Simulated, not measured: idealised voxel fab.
Title: Process Module voxel released beams
cross-section cut | 160 nm wide | cells 5 nm
A cross-section is written here as square cells arranged in a grid, and it is given in bands from the top down, each band taking up one or more rows of cells. In this notation a band is specified by the heights of its top and bottom, in that order and in nm, after which its materials appear from left to right, each paired with its width in nm. The word "throughout" attached to a single material means that material fills the band from edge to edge; the word "blank" stands for empty space. It should be noted that heights are counted from 0, beneath which the wafer as supplied is of one material throughout, and that the lowest band possesses no lower boundary but continues downward, as written in "0 nm and below". It should be noted that a width expressed as "30->40" varies in equal increments from row to row of cells within the band, taking the value of the first number at the top row and that of the second number at the bottom row. "nothing altered" after a step means that no cell of the cross-section changed. "Fully closed voids" - sealed voids, min. 8 cells, no opening to top; format: width x height at distance (distance from left edge; nm throughout). It should be noted that, on the line of a given step, the content following the step's settings is a remark produced by the simulator itself with respect to that step. A step line may carry the setting "overlay nm", which, for steps involving a mask, states the distance by which the mask lay to the right of its intended position; negative values denote displacement to the left. Everything after this point is organized in pairs: a cross-section before one process step, a cross-section after it that shows only as deep as the lowest changed band, and, under the pair, the intervening step with its settings. Because different runs of this module on the same starting wafer can supply different pairs, a pair continues from the pair above it only if its entry headed "Before the process" says so.
Before the process
  0 nm and below: Si throughout
  Fully closed voids: none
Result of Step
  10 nm to 0 nm: SiN throughout
  Heights below 0 show no change.
  Fully closed voids: none
It is this step that lies between the two cross-sections above: CONFORMAL_DEP (material SiN; thk nm 10)
Before the process: The pre-step condition corresponds to the post-step cross-section depicted in the pair directly above.
Result of Step
  25 nm to 10 nm: SiO2 throughout
  Heights below 10 show no change.
  Fully closed voids: none
It is this step that lies between the two cross-sections above: DIRECTIONAL_DEP (material SiO2; thk nm 15)
Before the process: The pre-step condition corresponds to the post-step cross-section depicted in the pair directly above.
Result of Step
  45 nm to 25 nm: resist 35; blank 40; resist 85
  Heights below 25 show no change.
  Fully closed voids: none
It is this step that lies between the two cross-sections above: PATTERN (tone open; mask id ANCHOR; material resist; width nm 40; thk nm 20; overlay nm 0)
Before the process: The pre-step condition corresponds to the post-step cross-section depicted in the pair directly above.
Result of Step
  45 nm to 25 nm: resist 35; blank 40; resist 85
  25 nm to 10 nm: SiO2 35; blank 40; SiO2 85
  Heights below 10 show no change.
  Fully closed voids: none
It is this step that lies between the two cross-sections above: DIRECTIONAL_ETCH (etch materials SiO2; depth nm 15)
Before the process: The pre-step condition corresponds to the post-step cross-section depicted in the pair directly above.
Result of Step
  25 nm to 10 nm: SiO2 35; blank 40; SiO2 85
  Heights below 10 show no change.
  Fully closed voids: none
It is this step that lies between the two cross-sections above: STRIP (etch materials resist)
Before the process: The pre-step condition corresponds to the post-step cross-section depicted in the pair directly above.
Result of Step
  40 nm to 25 nm: TiN 50; blank 10; TiN 100
  25 nm to 10 nm: SiO2 35; TiN 40; SiO2 85
  Heights below 10 show no change.
  Fully closed voids: none
It is this step that lies between the two cross-sections above: CONFORMAL_DEP (material TiN; thk nm 15)
Before the process: The pre-step condition corresponds to the post-step cross-section depicted in the pair directly above.
Result of Step
  55 nm to 40 nm: blank 30; resist 90; blank 40
  40 nm to 25 nm: TiN 50; resist 10; TiN 100
  Heights below 25 show no change.
  Fully closed voids: none
It is this step that lies between the two cross-sections above: PATTERN (tone cover; mask id BEAM; material resist; width nm 90; thk nm 15; overlay nm 0)
Before the process: The pre-step condition corresponds to the post-step cross-section depicted in the pair directly above.
Result of Step
  55 nm to 40 nm: blank 30; resist 90; blank 40
  40 nm to 25 nm: blank 30; TiN 20; resist 10; TiN 60; blank 40
  Heights below 25 show no change.
  Fully closed voids: none
It is this step that lies between the two cross-sections above: DIRECTIONAL_ETCH (etch materials TiN; depth nm 15)
Before the process: The pre-step condition corresponds to the post-step cross-section depicted in the pair directly above.
Result of Step
  40 nm to 25 nm: blank 30; TiN 20; blank 10; TiN 60; blank 40
  Heights below 25 show no change.
  Fully closed voids: none
It is this step that lies between the two cross-sections above: STRIP (etch materials resist)
Before the process: The pre-step condition corresponds to the post-step cross-section depicted in the pair directly above.
Result of Step
  40 nm to 25 nm: blank 30; TiN 20; blank 10; TiN 60; blank 40
  25 nm to 10 nm: blank 35; TiN 40; blank 85
  Heights below 10 show no change.
  Fully closed voids: none
It is this step that lies between the two cross-sections above: STRIP (etch materials SiO2)
Before the process
  0 nm and below: Si throughout
  Fully closed voids: none
Result of Step
  15 nm to 0 nm: SiO2 throughout
  Heights below 0 show no change.
  Fully closed voids: none
It is this step that lies between the two cross-sections above: DIRECTIONAL_DEP (material SiO2; thk nm 15)
Before the process: The pre-step condition corresponds to the post-step cross-section depicted in the pair directly above.
Result of Step
  35 nm to 15 nm: resist 35; blank 40; resist 85
  Heights below 15 show no change.
  Fully closed voids: none
It is this step that lies between the two cross-sections above: PATTERN (tone open; mask id ANCHOR; material resist; width nm 40; thk nm 20; overlay nm 0)
Before the process: The pre-step condition corresponds to the post-step cross-section depicted in the pair directly above.
Result of Step
  35 nm to 15 nm: resist 35; blank 40; resist 85
  15 nm to 0 nm: SiO2 35; blank 40; SiO2 85
  Heights below 0 show no change.
  Fully closed voids: none
It is this step that lies between the two cross-sections above: DIRECTIONAL_ETCH (etch materials SiO2; depth nm 15)
Before the process: The pre-step condition corresponds to the post-step cross-section depicted in the pair directly above.
Result of Step
  15 nm to 0 nm: SiO2 35; blank 40; SiO2 85
  Heights below 0 show no change.
  Fully closed voids: none
It is this step that lies between the two cross-sections above: STRIP (etch materials resist)
Before the process: The pre-step condition corresponds to the post-step cross-section depicted in the pair directly above.
Result of Step
  30 nm to 15 nm: TiN 50; blank 10; TiN 100
  15 nm to 0 nm: SiO2 35; TiN 40; SiO2 85
  Heights below 0 show no change.
  Fully closed voids: none
It is this step that lies between the two cross-sections above: CONFORMAL_DEP (material TiN; thk nm 15)
Before the process: The pre-step condition corresponds to the post-step cross-section depicted in the pair directly above.
Result of Step
  45 nm to 30 nm: blank 30; resist 90; blank 40
  30 nm to 15 nm: TiN 50; resist 10; TiN 100
  Heights below 15 show no change.
  Fully closed voids: none
It is this step that lies between the two cross-sections above: PATTERN (tone cover; mask id BEAM; material resist; width nm 90; thk nm 15; overlay nm 0)
Before the process: The pre-step condition corresponds to the post-step cross-section depicted in the pair directly above.
Result of Step
  45 nm to 30 nm: blank 30; resist 90; blank 40
  30 nm to 15 nm: blank 30; TiN 20; resist 10; TiN 60; blank 40
  Heights below 15 show no change.
  Fully closed voids: none
It is this step that lies between the two cross-sections above: DIRECTIONAL_ETCH (etch materials TiN; depth nm 15)
Before the process: The pre-step condition corresponds to the post-step cross-section depicted in the pair directly above.
Result of Step
  30 nm to 15 nm: blank 30; TiN 20; blank 10; TiN 60; blank 40
  Heights below 15 show no change.
  Fully closed voids: none
It is this step that lies between the two cross-sections above: STRIP (etch materials resist)
Before the process: The pre-step condition corresponds to the post-step cross-section depicted in the pair directly above.
Result of Step
  30 nm to 15 nm: blank 30; TiN 20; blank 10; TiN 60; blank 40
  15 nm to 0 nm: blank 35; TiN 40; blank 85
  Heights below 0 show no change.
  Fully closed voids: none
It is this step that lies between the two cross-sections above: STRIP (etch materials SiO2)
Before the process
  40 nm to 25 nm: TiN 50; blank 10; TiN 100
  25 nm to 10 nm: SiO2 35; TiN 40; SiO2 85
  10 nm to 0 nm: SiN throughout
  0 nm and below: Si throughout
  Fully closed voids: none
Result of Step
  55 nm to 25 nm: TiN throughout
  Heights below 25 show no change.
  Fully closed voids: none
It is this step that lies between the two cross-sections above: CONFORMAL_DEP (material TiN; thk nm 15)
Before the process: The pre-step condition corresponds to the post-step cross-section depicted in the pair directly above.
Result of Step
  70 nm to 55 nm: blank 30; resist 90; blank 40
  Heights below 55 show no change.
  Fully closed voids: none
It is this step that lies between the two cross-sections above: PATTERN (tone cover; mask id BEAM; material resist; width nm 90; thk nm 15; overlay nm 0)
Before the process: The pre-step condition corresponds to the post-step cross-section depicted in the pair directly above.
Result of Step
  70 nm to 55 nm: blank 30; resist 90; blank 40
  55 nm to 40 nm: blank 30; TiN 90; blank 40
  Heights below 40 show no change.
  Fully closed voids: none
It is this step that lies between the two cross-sections above: DIRECTIONAL_ETCH (etch materials TiN; depth nm 15)
Before the process: The pre-step condition corresponds to the post-step cross-section depicted in the pair directly above.
Result of Step
  55 nm to 40 nm: blank 30; TiN 90; blank 40
  Heights below 40 show no change.
  Fully closed voids: none
It is this step that lies between the two cross-sections above: STRIP (etch materials resist)
Before the process
  15 nm to 0 nm: SiO2 throughout
  0 nm and below: Si throughout
  Fully closed voids: none
Result of Step
  25 nm to 15 nm: SiN throughout
  Heights below 15 show no change.
  Fully closed voids: none
It is this step that lies between the two cross-sections above: CONFORMAL_DEP (material SiN; thk nm 10)
Before the process: The pre-step condition corresponds to the post-step cross-section depicted in the pair directly above.
Result of Step
  45 nm to 25 nm: resist 35; blank 40; resist 85
  Heights below 25 show no change.
  Fully closed voids: none
It is this step that lies between the two cross-sections above: PATTERN (tone open; mask id ANCHOR; material resist; width nm 40; thk nm 20; overlay nm 0)
Before the process: The pre-step condition corresponds to the post-step cross-section depicted in the pair directly above.
Result of Step
  25 nm to 15 nm: SiN throughout
  Heights below 15 show no change.
  Fully closed voids: none
It is this step that lies between the two cross-sections above: STRIP (etch materials resist)
Before the process: The pre-step condition corresponds to the post-step cross-section depicted in the pair directly above.
Result of Step
  40 nm to 25 nm: TiN throughout
  Heights below 25 show no change.
  Fully closed voids: none
It is this step that lies between the two cross-sections above: CONFORMAL_DEP (material TiN; thk nm 15)
Before the process: The pre-step condition corresponds to the post-step cross-section depicted in the pair directly above.
Result of Step
  55 nm to 40 nm: blank 30; resist 90; blank 40
  Heights below 40 show no change.
  Fully closed voids: none
It is this step that lies between the two cross-sections above: PATTERN (tone cover; mask id BEAM; material resist; width nm 90; thk nm 15; overlay nm 0)
Before the process: The pre-step condition corresponds to the post-step cross-section depicted in the pair directly above.
Result of Step
  55 nm to 40 nm: blank 30; resist 90; blank 40
  40 nm to 25 nm: blank 30; TiN 90; blank 40
  Heights below 25 show no change.
  Fully closed voids: none
It is this step that lies between the two cross-sections above: DIRECTIONAL_ETCH (etch materials TiN; depth nm 15)
Before the process: The pre-step condition corresponds to the post-step cross-section depicted in the pair directly above.
Result of Step
  40 nm to 25 nm: blank 30; TiN 90; blank 40
  Heights below 25 show no change.
  Fully closed voids: none
It is this step that lies between the two cross-sections above: STRIP (etch materials resist)
Before the process
  55 nm to 40 nm: blank 30; resist 90; blank 40
  40 nm to 25 nm: TiN 50; resist 10; TiN 100
  25 nm to 10 nm: SiO2 35; TiN 40; SiO2 85
  10 nm to 0 nm: SiN throughout
  0 nm and below: Si throughout
  Fully closed voids: none
Result of Step
  55 nm to 40 nm: blank 30; resist 90; blank 40
  40 nm to 30 nm: blank 30; TiN 20; resist 10; TiN 60; blank 40
  Heights below 30 show no change.
  Fully closed voids: none
It is this step that lies between the two cross-sections above: DIRECTIONAL_ETCH (etch materials TiN; depth nm 10)
Before the process: The pre-step condition corresponds to the post-step cross-section depicted in the pair directly above.
Result of Step
  40 nm to 30 nm: blank 30; TiN 20; blank 10; TiN 60; blank 40
  30 nm to 25 nm: TiN 50; blank 10; TiN 100
  Heights below 25 show no change.
  Fully closed voids: none
It is this step that lies between the two cross-sections above: STRIP (etch materials resist)
Before the process
  40 nm to 25 nm: TiN 50; blank 10; TiN 100
  25 nm to 10 nm: SiO2 35; TiN 40; SiO2 85
  10 nm to 0 nm: SiN throughout
  0 nm and below: Si throughout
  Fully closed voids: none
Result of Step
  55 nm to 40 nm: blank 35; resist 85; blank 40
  40 nm to 25 nm: TiN 50; resist 10; TiN 100
  Heights below 25 show no change.
  Fully closed voids: none
It is this step that lies between the two cross-sections above: PATTERN (tone cover; mask id BEAM; material resist; width nm 85; thk nm 15; overlay nm 0)
Before the process: The pre-step condition corresponds to the post-step cross-section depicted in the pair directly above.
Result of Step
  55 nm to 40 nm: blank 35; resist 85; blank 40
  40 nm to 25 nm: blank 35; TiN 15; resist 10; TiN 60; blank 40
  Heights below 25 show no change.
  Fully closed voids: none
It is this step that lies between the two cross-sections above: DIRECTIONAL_ETCH (etch materials TiN; depth nm 15)
Before the process: The pre-step condition corresponds to the post-step cross-section depicted in the pair directly above.
Result of Step
  40 nm to 25 nm: blank 35; TiN 15; blank 10; TiN 60; blank 40
  Heights below 25 show no change.
  Fully closed voids: none
It is this step that lies between the two cross-sections above: STRIP (etch materials resist)
Before the process: The pre-step condition corresponds to the post-step cross-section depicted in the pair directly above.
Result of Step
  40 nm to 25 nm: blank 35; TiN 15; blank 10; TiN 60; blank 40
  25 nm to 10 nm: blank 35; TiN 40; blank 85
  Heights below 10 show no change.
  Fully closed voids: none
It is this step that lies between the two cross-sections above: STRIP (etch materials SiO2)
Before the process
  40 nm to 25 nm: TiN 50; blank 10; TiN 100
  25 nm to 10 nm: SiO2 35; TiN 40; SiO2 85
  10 nm to 0 nm: SiN throughout
  0 nm and below: Si throughout
  Fully closed voids: none
Result of Step
  55 nm to 40 nm: blank 35; resist 90; blank 35
  40 nm to 25 nm: TiN 50; resist 10; TiN 100
  Heights below 25 show no change.
  Fully closed voids: none
It is this step that lies between the two cross-sections above: PATTERN (tone cover; mask id BEAM; material resist; width nm 90; thk nm 15; overlay nm 5)
Before the process: The pre-step condition corresponds to the post-step cross-section depicted in the pair directly above.
Result of Step
  55 nm to 40 nm: blank 35; resist 90; blank 35
  40 nm to 25 nm: blank 35; TiN 15; resist 10; TiN 65; blank 35
  Heights below 25 show no change.
  Fully closed voids: none
It is this step that lies between the two cross-sections above: DIRECTIONAL_ETCH (etch materials TiN; depth nm 15)
Before the process: The pre-step condition corresponds to the post-step cross-section depicted in the pair directly above.
Result of Step
  40 nm to 25 nm: blank 35; TiN 15; blank 10; TiN 65; blank 35
  Heights below 25 show no change.
  Fully closed voids: none
It is this step that lies between the two cross-sections above: STRIP (etch materials resist)
Before the process: The pre-step condition corresponds to the post-step cross-section depicted in the pair directly above.
Result of Step
  40 nm to 25 nm: blank 35; TiN 15; blank 10; TiN 65; blank 35
  25 nm to 10 nm: blank 35; TiN 40; blank 85
  Heights below 10 show no change.
  Fully closed voids: none
It is this step that lies between the two cross-sections above: STRIP (etch materials SiO2)
Before the process
  0 nm and below: Si throughout
  Fully closed voids: none
Result of Step
  10 nm to 0 nm: TiN throughout
  Heights below 0 show no change.
  Fully closed voids: none
It is this step that lies between the two cross-sections above: CONFORMAL_DEP (material TiN; thk nm 10)
Before the process: The pre-step condition corresponds to the post-step cross-section depicted in the pair directly above.
Result of Step
  25 nm to 10 nm: SiO2 throughout
  Heights below 10 show no change.
  Fully closed voids: none
It is this step that lies between the two cross-sections above: DIRECTIONAL_DEP (material SiO2; thk nm 15)
Before the process: The pre-step condition corresponds to the post-step cross-section depicted in the pair directly above.
Result of Step
  45 nm to 25 nm: resist 35; blank 40; resist 85
  Heights below 25 show no change.
  Fully closed voids: none
It is this step that lies between the two cross-sections above: PATTERN (tone open; mask id ANCHOR; material resist; width nm 40; thk nm 20; overlay nm 0)
Before the process: The pre-step condition corresponds to the post-step cross-section depicted in the pair directly above.
Result of Step
  45 nm to 25 nm: resist 35; blank 40; resist 85
  25 nm to 10 nm: SiO2 35; blank 40; SiO2 85
  Heights below 10 show no change.
  Fully closed voids: none
It is this step that lies between the two cross-sections above: DIRECTIONAL_ETCH (etch materials SiO2; depth nm 15)
Before the process: The pre-step condition corresponds to the post-step cross-section depicted in the pair directly above.
Result of Step
  25 nm to 10 nm: SiO2 35; blank 40; SiO2 85
  Heights below 10 show no change.
  Fully closed voids: none
It is this step that lies between the two cross-sections above: STRIP (etch materials resist)
Before the process: The pre-step condition corresponds to the post-step cross-section depicted in the pair directly above.
Result of Step
  40 nm to 25 nm: TiN 50; blank 10; TiN 100
  25 nm to 10 nm: SiO2 35; TiN 40; SiO2 85
  Heights below 10 show no change.
  Fully closed voids: none
It is this step that lies between the two cross-sections above: CONFORMAL_DEP (material TiN; thk nm 15)
Before the process: The pre-step condition corresponds to the post-step cross-section depicted in the pair directly above.
Result of Step
  55 nm to 40 nm: blank 30; resist 90; blank 40
  40 nm to 25 nm: TiN 50; resist 10; TiN 100
  Heights below 25 show no change.
  Fully closed voids: none
It is this step that lies between the two cross-sections above: PATTERN (tone cover; mask id BEAM; material resist; width nm 90; thk nm 15; overlay nm 0)
Before the process: The pre-step condition corresponds to the post-step cross-section depicted in the pair directly above.
Result of Step
  55 nm to 40 nm: blank 30; resist 90; blank 40
  40 nm to 25 nm: blank 30; TiN 20; resist 10; TiN 60; blank 40
  Heights below 25 show no change.
  Fully closed voids: none
It is this step that lies between the two cross-sections above: DIRECTIONAL_ETCH (etch materials TiN; depth nm 15)
Before the process: The pre-step condition corresponds to the post-step cross-section depicted in the pair directly above.
Result of Step
  40 nm to 25 nm: blank 30; TiN 20; blank 10; TiN 60; blank 40
  Heights below 25 show no change.
  Fully closed voids: none
It is this step that lies between the two cross-sections above: STRIP (etch materials resist)
Before the process: The pre-step condition corresponds to the post-step cross-section depicted in the pair directly above.
Result of Step
  40 nm to 25 nm: blank 30; TiN 20; blank 10; TiN 60; blank 40
  25 nm to 10 nm: blank 35; TiN 40; blank 85
  Heights below 10 show no change.
  Fully closed voids: none
It is this step that lies between the two cross-sections above: STRIP (etch materials SiO2)
Before the process
  25 nm to 10 nm: SiO2 throughout
  10 nm to 0 nm: SiN throughout
  0 nm and below: Si throughout
  Fully closed voids: none
Result of Step
  45 nm to 25 nm: blank 35; resist 40; blank 85
  Heights below 25 show no change.
  Fully closed voids: none
It is this step that lies between the two cross-sections above: PATTERN (tone cover; mask id ANCHOR; material resist; width nm 40; thk nm 20; overlay nm 0)
Before the process: The pre-step condition corresponds to the post-step cross-section depicted in the pair directly above.
Result of Step
  45 nm to 25 nm: blank 35; resist 40; blank 85
  25 nm to 10 nm: blank 35; SiO2 40; blank 85
  Heights below 10 show no change.
  Fully closed voids: none
It is this step that lies between the two cross-sections above: DIRECTIONAL_ETCH (etch materials SiO2; depth nm 15)
Before the process: The pre-step condition corresponds to the post-step cross-section depicted in the pair directly above.
Result of Step
  25 nm to 10 nm: blank 35; SiO2 40; blank 85
  Heights below 10 show no change.
  Fully closed voids: none
It is this step that lies between the two cross-sections above: STRIP (etch materials resist)
Before the process: The pre-step condition corresponds to the post-step cross-section depicted in the pair directly above.
Result of Step
  40 nm to 25 nm: blank 20; TiN 70; blank 70
  25 nm to 10 nm: TiN 35; SiO2 40; TiN 85
  Heights below 10 show no change.
  Fully closed voids: none
It is this step that lies between the two cross-sections above: CONFORMAL_DEP (material TiN; thk nm 15)
Before the process: The pre-step condition corresponds to the post-step cross-section depicted in the pair directly above.
Result of Step
  55 nm to 40 nm: blank 30; resist 90; blank 40
  40 nm to 25 nm: blank 20; TiN 70; resist 30; blank 40
  Heights below 25 show no change.
  Fully closed voids: none
It is this step that lies between the two cross-sections above: PATTERN (tone cover; mask id BEAM; material resist; width nm 90; thk nm 15; overlay nm 0)
Before the process: The pre-step condition corresponds to the post-step cross-section depicted in the pair directly above.
Result of Step
  55 nm to 40 nm: blank 30; resist 90; blank 40
  40 nm to 25 nm: blank 30; TiN 60; resist 30; blank 40
  25 nm to 10 nm: blank 20; TiN 15; SiO2 40; TiN 45; blank 40
  Heights below 10 show no change.
  Fully closed voids: none
It is this step that lies between the two cross-sections above: DIRECTIONAL_ETCH (etch materials TiN; depth nm 15)
Before the process: The pre-step condition corresponds to the post-step cross-section depicted in the pair directly above.
Result of Step
  40 nm to 25 nm: blank 30; TiN 60; blank 70
  Heights below 25 show no change.
  Fully closed voids: none
It is this step that lies between the two cross-sections above: STRIP (etch materials resist)
